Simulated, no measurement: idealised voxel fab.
Title: Process Module voxel self aligned vias
It is cross-section cut that appears here, measuring 190 nm in width, its square cells being 5 nm in size.
Reading order for cross-sections: top band down to bottom band. Underlying form: a grid of square cells. Band size: one or more rows of cells.
Heads up on the band format: heights come first, top then bottom, in nm. After that it's the materials left to right, each with its width in nm. A single material flagged "edge to edge" fills the whole band edge to edge, and "blank" means there's empty space there.
Ref level 0: as-received wafer is one material below here. Bottom band extends down with no lower bound ("0 and below").
When a width is written as two numbers, as in "30 to 40", the first number is the width in the top row of cells of the band and the second is the width in its bottom row, and the width changes by the same amount from each row to the next.
"remains unaltered" after a step means that no cell of the cross-section changed.
The entry titled "Unvented cavities" provides the empty spaces that have no open way to the top, restricted to those of 8 cells or more. Each is presented as width x height at distance, the distance being measured from the left edge, with all three in nm.
That trailing text on a step's line, after the settings, is the simulator's own remark on the step.
What "overlay nm" on a step's line means: if the step has a mask, that mask lay this far to the right of its planned place, or, when the value is negative, to the left.

# Below is the list of planned process steps
1: RECEIVE,material Si
2: CONFORMAL_DEP,material SiO2,thk nm 10
3: CONFORMAL_DEP,material SiCN,thk nm 5
4: DIRECTIONAL_DEP,material lowk,thk nm 20
5: PATTERN,tone open,mask id LINES,material resist,width nm 20,pitch nm 55,thk nm 20,overlay nm 0
6: DIRECTIONAL_ETCH,etch materials lowk,depth nm 20
7: STRIP,etch materials resist
8: CONFORMAL_DEP,material TiN,thk nm 5
9: FILL_DEP,material W,thk nm 10
10: CMP,height nm 35
11: SELECTIVE_ETCH,etch materials W Ru TiN,depth nm 10
12: FILL_DEP,material SiN,thk nm 10
13: CMP,height nm 35
14: DIRECTIONAL_DEP,material lowk,thk nm 15
15: DIRECTIONAL_DEP,material aC,thk nm 15
16: PATTERN,tone open,mask id VIAS,material resist,width nm 30,pitch nm 55,thk nm 30,overlay nm 0
17: DIRECTIONAL_ETCH,etch materials aC,depth nm 15
18: STRIP,etch materials resist
19: DIRECTIONAL_ETCH,etch materials lowk,depth nm 15
20: DIRECTIONAL_ETCH,etch materials SiN,depth nm 10
21: STRIP,etch materials aC
22: CONFORMAL_DEP,material TiN,thk nm 5
23: FILL_DEP,material W,thk nm 10
24: CMP,height nm 50
25: CONFORMAL_DEP,material SiCN,thk nm 5

# The first of the two wafers, which ran as planned

# Shown in cross-section is the wafer as received, that is, as it stands after step 1
	0 and below  Si edge to edge
	Unvented cavities: none

# Cross-sectional representation of the wafer at the conclusion of step 2
	10 down to 0  SiO2 edge to edge
	Below a height of 0, the structure has not been altered.

# Cross-sectional representation of the wafer at the conclusion of step 3
	15 down to 10  SiCN edge to edge
	Below a height of 10, the structure has not been altered.

# Cross-sectional representation of the wafer at the conclusion of step 4
	35 down to 15  lowk edge to edge
	Below a height of 15, the structure has not been altered.

# Cross-sectional representation of the wafer at the conclusion of step 5
	55 down to 35  resist 30 nm / blank 20 nm / resist 35 nm / blank 20 nm / resist 35 nm / blank 20 nm / resist 30 nm
	Below a height of 35, the structure has not been altered.

# Cross-sectional representation of the wafer at the conclusion of step 6
	55 down to 35  resist 30 nm / blank 20 nm / resist 35 nm / blank 20 nm / resist 35 nm / blank 20 nm / resist 30 nm
	35 down to 15  lowk 30 nm / blank 20 nm / lowk 35 nm / blank 20 nm / lowk 35 nm / blank 20 nm / lowk 30 nm
	Below a height of 15, the structure has not been altered.

# Cross-sectional representation of the wafer at the conclusion of step 7
	35 down to 15  lowk 30 nm / blank 20 nm / lowk 35 nm / blank 20 nm / lowk 35 nm / blank 20 nm / lowk 30 nm
	Below a height of 15, the structure has not been altered.

# Cross-sectional representation of the wafer at the conclusion of step 8
	40 down to 35  TiN 35 nm / blank 10 nm / TiN 45 nm / blank 10 nm / TiN 45 nm / blank 10 nm / TiN 35 nm
	35 down to 20  lowk 30 nm / TiN 5 nm / blank 10 nm / TiN 5 nm / lowk 35 nm / TiN 5 nm / blank 10 nm / TiN 5 nm / lowk 35 nm / TiN 5 nm / blank 10 nm / TiN 5 nm / lowk 30 nm
	20 down to 15  lowk 30 nm / TiN 20 nm / lowk 35 nm / TiN 20 nm / lowk 35 nm / TiN 20 nm / lowk 30 nm
	Below a height of 15, the structure has not been altered.

# Cross-sectional representation of the wafer at the conclusion of step 9
	50 down to 40  W edge to edge
	40 down to 35  TiN 35 nm / W 10 nm / TiN 45 nm / W 10 nm / TiN 45 nm / W 10 nm / TiN 35 nm
	35 down to 20  lowk 30 nm / TiN 5 nm / W 10 nm / TiN 5 nm / lowk 35 nm / TiN 5 nm / W 10 nm / TiN 5 nm / lowk 35 nm / TiN 5 nm / W 10 nm / TiN 5 nm / lowk 30 nm
	Below a height of 20, the structure has not been altered.

# Cross-sectional representation of the wafer at the conclusion of step 10
	35 down to 20  lowk 30 nm / TiN 5 nm / W 10 nm / TiN 5 nm / lowk 35 nm / TiN 5 nm / W 10 nm / TiN 5 nm / lowk 35 nm / TiN 5 nm / W 10 nm / TiN 5 nm / lowk 30 nm
	Below a height of 20, the structure has not been altered.

# Cross-sectional representation of the wafer at the conclusion of step 11
	35 down to 25  lowk 30 nm / blank 20 nm / lowk 35 nm / blank 20 nm / lowk 35 nm / blank 20 nm / lowk 30 nm
	Below a height of 25, the structure has not been altered.

# Cross-sectional representation of the wafer at the conclusion of step 12
	45 down to 35  SiN edge to edge
	35 down to 25  lowk 30 nm / SiN 20 nm / lowk 35 nm / SiN 20 nm / lowk 35 nm / SiN 20 nm / lowk 30 nm
	Below a height of 25, the structure has not been altered.

# Cross-sectional representation of the wafer at the conclusion of step 13
	35 down to 25  lowk 30 nm / SiN 20 nm / lowk 35 nm / SiN 20 nm / lowk 35 nm / SiN 20 nm / lowk 30 nm
	Below a height of 25, the structure has not been altered.

# Cross-sectional representation of the wafer at the conclusion of step 14
	50 down to 35  lowk edge to edge
	Below a height of 35, the structure has not been altered.

# Cross-sectional representation of the wafer at the conclusion of step 15
	65 down to 50  aC edge to edge
	Below a height of 50, the structure has not been altered.

# Cross-sectional representation of the wafer at the conclusion of step 16
	95 down to 65  resist 25 nm / blank 30 nm / resist 25 nm / blank 30 nm / resist 25 nm / blank 30 nm / resist 25 nm
	Below a height of 65, the structure has not been altered.

# Cross-sectional representation of the wafer at the conclusion of step 17
	80 down to 65  resist 25 nm / blank 30 nm / resist 25 nm / blank 30 nm / resist 25 nm / blank 30 nm / resist 25 nm
	65 down to 50  aC 25 nm / blank 30 nm / aC 25 nm / blank 30 nm / aC 25 nm / blank 30 nm / aC 25 nm
	Below a height of 50, the structure has not been altered.

# Cross-sectional representation of the wafer at the conclusion of step 18
	65 down to 50  aC 25 nm / blank 30 nm / aC 25 nm / blank 30 nm / aC 25 nm / blank 30 nm / aC 25 nm
	Below a height of 50, the structure has not been altered.

# Cross-sectional representation of the wafer at the conclusion of step 19
	65 down to 50  aC 25 nm / blank 30 nm / aC 25 nm / blank 30 nm / aC 25 nm / blank 30 nm / aC 25 nm
	50 down to 35  lowk 25 nm / blank 30 nm / lowk 25 nm / blank 30 nm / lowk 25 nm / blank 30 nm / lowk 25 nm
	Below a height of 35, the structure has not been altered.

# Cross-sectional representation of the wafer at the conclusion of step 20
	65 down to 50  aC 25 nm / blank 30 nm / aC 25 nm / blank 30 nm / aC 25 nm / blank 30 nm / aC 25 nm
	50 down to 35  lowk 25 nm / blank 30 nm / lowk 25 nm / blank 30 nm / lowk 25 nm / blank 30 nm / lowk 25 nm
	35 down to 25  lowk 30 nm / blank 20 nm / lowk 35 nm / blank 20 nm / lowk 35 nm / blank 20 nm / lowk 30 nm
	Below a height of 25, the structure has not been altered.

# Cross-sectional representation of the wafer at the conclusion of step 21
	50 down to 35  lowk 25 nm / blank 30 nm / lowk 25 nm / blank 30 nm / lowk 25 nm / blank 30 nm / lowk 25 nm
	Below a height of 35, the structure has not been altered.

# Cross-sectional representation of the wafer at the conclusion of step 22
	55 down to 50  TiN 30 nm / blank 20 nm / TiN 35 nm / blank 20 nm / TiN 35 nm / blank 20 nm / TiN 30 nm
	50 down to 40  lowk 25 nm / TiN 5 nm / blank 20 nm / TiN 5 nm / lowk 25 nm / TiN 5 nm / blank 20 nm / TiN 5 nm / lowk 25 nm / TiN 5 nm / blank 20 nm / TiN 5 nm / lowk 25 nm
	40 down to 30  lowk 25 to 30 nm / TiN 10 to 5 nm / blank 10 nm / TiN 10 to 5 nm / lowk 25 to 35 nm / TiN 10 to 5 nm / blank 10 nm / TiN 10 to 5 nm / lowk 25 to 35 nm / TiN 10 to 5 nm / blank 10 nm / TiN 10 to 5 nm / lowk 25 to 30 nm
	30 down to 25  lowk 30 nm / TiN 20 nm / lowk 35 nm / TiN 20 nm / lowk 35 nm / TiN 20 nm / lowk 30 nm
	Below a height of 25, the structure has not been altered.

# Cross-sectional representation of the wafer at the conclusion of step 23
	65 down to 55  W edge to edge
	55 down to 50  TiN 30 nm / W 20 nm / TiN 35 nm / W 20 nm / TiN 35 nm / W 20 nm / TiN 30 nm
	50 down to 40  lowk 25 nm / TiN 5 nm / W 20 nm / TiN 5 nm / lowk 25 nm / TiN 5 nm / W 20 nm / TiN 5 nm / lowk 25 nm / TiN 5 nm / W 20 nm / TiN 5 nm / lowk 25 nm
	40 down to 30  lowk 25 to 30 nm / TiN 10 to 5 nm / W 10 nm / TiN 10 to 5 nm / lowk 25 to 35 nm / TiN 10 to 5 nm / W 10 nm / TiN 10 to 5 nm / lowk 25 to 35 nm / TiN 10 to 5 nm / W 10 nm / TiN 10 to 5 nm / lowk 25 to 30 nm
	Below a height of 30, the structure has not been altered.

# Cross-sectional representation of the wafer at the conclusion of step 24
	50 down to 40  lowk 25 nm / TiN 5 nm / W 20 nm / TiN 5 nm / lowk 25 nm / TiN 5 nm / W 20 nm / TiN 5 nm / lowk 25 nm / TiN 5 nm / W 20 nm / TiN 5 nm / lowk 25 nm
	Below a height of 40, the structure has not been altered.

# Cross-sectional representation of the wafer at the conclusion of step 25
	55 down to 50  SiCN edge to edge
	Below a height of 50, the structure has not been altered.

# The second wafer was prepared from the same starting point and under the same plan as the first; its processing contained one mistake, and it remains indistinguishable from the first wafer up to and including step 8

# Look at the second wafer in cross-section at the time step 9 ought to have finished
	50 down to 40  lowk edge to edge
	40 down to 35  TiN 35 nm / lowk 10 nm / TiN 45 nm / lowk 10 nm / TiN 45 nm / lowk 10 nm / TiN 35 nm
	35 down to 20  lowk 30 nm / TiN 5 nm / lowk 10 nm / TiN 5 nm / lowk 35 nm / TiN 5 nm / lowk 10 nm / TiN 5 nm / lowk 35 nm / TiN 5 nm / lowk 10 nm / TiN 5 nm / lowk 30 nm
	Below a height of 20, the structure has not been altered.

# Look at the second wafer in cross-section at the time step 10 ought to have finished
	35 down to 20  lowk 30 nm / TiN 5 nm / lowk 10 nm / TiN 5 nm / lowk 35 nm / TiN 5 nm / lowk 10 nm / TiN 5 nm / lowk 35 nm / TiN 5 nm / lowk 10 nm / TiN 5 nm / lowk 30 nm
	Below a height of 20, the structure has not been altered.

# Look at the second wafer in cross-section at the time step 11 ought to have finished
	35 down to 25  lowk 30 nm / blank 5 nm / lowk 10 nm / blank 5 nm / lowk 35 nm / blank 5 nm / lowk 10 nm / blank 5 nm / lowk 35 nm / blank 5 nm / lowk 10 nm / blank 5 nm / lowk 30 nm
	Below a height of 25, the structure has not been altered.

# Look at the second wafer in cross-section at the time step 12 ought to have finished
	45 down to 35  SiN edge to edge
	35 down to 25  lowk 30 nm / SiN 5 nm / lowk 10 nm / SiN 5 nm / lowk 35 nm / SiN 5 nm / lowk 10 nm / SiN 5 nm / lowk 35 nm / SiN 5 nm / lowk 10 nm / SiN 5 nm / lowk 30 nm
	Below a height of 25, the structure has not been altered.

# Look at the second wafer in cross-section at the time step 13 ought to have finished
	35 down to 25  lowk 30 nm / SiN 5 nm / lowk 10 nm / SiN 5 nm / lowk 35 nm / SiN 5 nm / lowk 10 nm / SiN 5 nm / lowk 35 nm / SiN 5 nm / lowk 10 nm / SiN 5 nm / lowk 30 nm
	Below a height of 25, the structure has not been altered.

# Look at the second wafer in cross-section at the time step 14 ought to have finished
	50 down to 35  lowk edge to edge
	Below a height of 35, the structure has not been altered.

# Look at the second wafer in cross-section at the time step 15 ought to have finished
	65 down to 50  aC edge to edge
	Below a height of 50, the structure has not been altered.

# Look at the second wafer in cross-section at the time step 16 ought to have finished
	95 down to 65  resist 25 nm / blank 30 nm / resist 25 nm / blank 30 nm / resist 25 nm / blank 30 nm / resist 25 nm
	Below a height of 65, the structure has not been altered.

# Look at the second wafer in cross-section at the time step 17 ought to have finished
	80 down to 65  resist 25 nm / blank 30 nm / resist 25 nm / blank 30 nm / resist 25 nm / blank 30 nm / resist 25 nm
	65 down to 50  aC 25 nm / blank 30 nm / aC 25 nm / blank 30 nm / aC 25 nm / blank 30 nm / aC 25 nm
	Below a height of 50, the structure has not been altered.

# Look at the second wafer in cross-section at the time step 18 ought to have finished
	65 down to 50  aC 25 nm / blank 30 nm / aC 25 nm / blank 30 nm / aC 25 nm / blank 30 nm / aC 25 nm
	Below a height of 50, the structure has not been altered.

# Look at the second wafer in cross-section at the time step 19 ought to have finished
	65 down to 50  aC 25 nm / blank 30 nm / aC 25 nm / blank 30 nm / aC 25 nm / blank 30 nm / aC 25 nm
	50 down to 35  lowk 25 nm / blank 30 nm / lowk 25 nm / blank 30 nm / lowk 25 nm / blank 30 nm / lowk 25 nm
	Below a height of 35, the structure has not been altered.

# Look at the second wafer in cross-section at the time step 20 ought to have finished
	65 down to 50  aC 25 nm / blank 30 nm / aC 25 nm / blank 30 nm / aC 25 nm / blank 30 nm / aC 25 nm
	50 down to 35  lowk 25 nm / blank 30 nm / lowk 25 nm / blank 30 nm / lowk 25 nm / blank 30 nm / lowk 25 nm
	35 down to 25  lowk 30 nm / blank 5 nm / lowk 10 nm / blank 5 nm / lowk 35 nm / blank 5 nm / lowk 10 nm / blank 5 nm / lowk 35 nm / blank 5 nm / lowk 10 nm / blank 5 nm / lowk 30 nm
	Below a height of 25, the structure has not been altered.

# Look at the second wafer in cross-section at the time step 21 ought to have finished
	50 down to 35  lowk 25 nm / blank 30 nm / lowk 25 nm / blank 30 nm / lowk 25 nm / blank 30 nm / lowk 25 nm
	Below a height of 35, the structure has not been altered.

# Look at the second wafer in cross-section at the time step 22 ought to have finished
	55 down to 50  TiN 30 nm / blank 20 nm / TiN 35 nm / blank 20 nm / TiN 35 nm / blank 20 nm / TiN 30 nm
	50 down to 40  lowk 25 nm / TiN 5 nm / blank 20 nm / TiN 5 nm / lowk 25 nm / TiN 5 nm / blank 20 nm / TiN 5 nm / lowk 25 nm / TiN 5 nm / blank 20 nm / TiN 5 nm / lowk 25 nm
	40 down to 35  lowk 25 nm / TiN 30 nm / lowk 25 nm / TiN 30 nm / lowk 25 nm / TiN 30 nm / lowk 25 nm
	35 down to 20  lowk 30 nm / TiN 5 nm / lowk 10 nm / TiN 5 nm / lowk 35 nm / TiN 5 nm / lowk 10 nm / TiN 5 nm / lowk 35 nm / TiN 5 nm / lowk 10 nm / TiN 5 nm / lowk 30 nm
	Below a height of 20, the structure has not been altered.

# Look at the second wafer in cross-section at the time step 23 ought to have finished
	65 down to 55  W edge to edge
	55 down to 50  TiN 30 nm / W 20 nm / TiN 35 nm / W 20 nm / TiN 35 nm / W 20 nm / TiN 30 nm
	50 down to 40  lowk 25 nm / TiN 5 nm / W 20 nm / TiN 5 nm / lowk 25 nm / TiN 5 nm / W 20 nm / TiN 5 nm / lowk 25 nm / TiN 5 nm / W 20 nm / TiN 5 nm / lowk 25 nm
	Below a height of 40, the structure has not been altered.

# Look at the second wafer in cross-section at the time step 24 ought to have finished
	50 down to 40  lowk 25 nm / TiN 5 nm / W 20 nm / TiN 5 nm / lowk 25 nm / TiN 5 nm / W 20 nm / TiN 5 nm / lowk 25 nm / TiN 5 nm / W 20 nm / TiN 5 nm / lowk 25 nm
	Below a height of 40, the structure has not been altered.

# Look at the second wafer in cross-section at the time step 25 ought to have finished
	55 down to 50  SiCN edge to edge
	Below a height of 50, the structure has not been altered.
What went wrong in running the wafer? contrary to plan, step 9 was performed as FILL_DEP,material lowk,thk nm 10
The second wafer ends with more or fewer cells of some materials than the first, per final count: W: 18 fewer | lowk: 18 more
